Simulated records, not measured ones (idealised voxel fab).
process module | voxel released beams
cross-section cut | 165 nm wide | cells 5 nm
A cross-section is a grid of square cells, given in bands from the top down. A band is one or more rows of cells.
Each band's line starts with the height of the band's top and of its bottom, in nm. Then come its materials from left to right, each with its width in nm. One material with "throughout" fills the band from edge to edge. "air" is empty space.
Height 0 is the level under which the wafer as received is all one material. The lowest band goes on downwards, as in "0 down".
A width such as "30 to 40" changes by the same amount from each row of cells to the next, from the band's top row to its bottom row.
"no change" after a step means that no cell of the cross-section changed.
closed voids: empty space of 8 cells or more with no open way to the top, each as width x height at its distance from the left edge, in nm
after a step's settings: what the simulator itself notes on the step
overlay nm, on a step with a mask: how far to the right of its planned place the mask lay; to the left if negative
plan
1 op RECEIVE | material Si
2 op CONFORMAL_DEP | material SiN | thk nm 10
3 op DIRECTIONAL_DEP | material SiO2 | thk nm 15
4 op PATTERN | tone open | mask id ANCHOR | material resist | width nm 40 | thk nm 15 | overlay nm 0
5 op DIRECTIONAL_ETCH | etch materials SiO2 | depth nm 15
6 op STRIP | etch materials resist
7 op CONFORMAL_DEP | material W | thk nm 15
8 op DIRECTIONAL_DEP | material aC | thk nm 10
9 op PATTERN | tone cover | mask id BEAM | material resist | width nm 110 | thk nm 30 | overlay nm 0
10 op DIRECTIONAL_ETCH | etch materials aC | depth nm 10
11 op STRIP | etch materials resist
12 op DIRECTIONAL_ETCH | etch materials W | depth nm 15
13 op STRIP | etch materials aC
14 op STRIP | etch materials SiO2
as received, after step 1
  0 down: Si throughout
  closed voids: none
a wafer at the end: this start, this plan, one mistake
  40 to 25: air 25 | W 60 | air 80
  25 to 10: air 15 | W 15 | SiO2 40 | W 65 | air 30
  10 to 0: SiN throughout
  0 down: Si throughout
  closed voids: none
what went wrong: step 4 ran as: op PATTERN | tone cover | mask id ANCHOR | material resist | width nm 40 | thk nm 15 | overlay nm 0
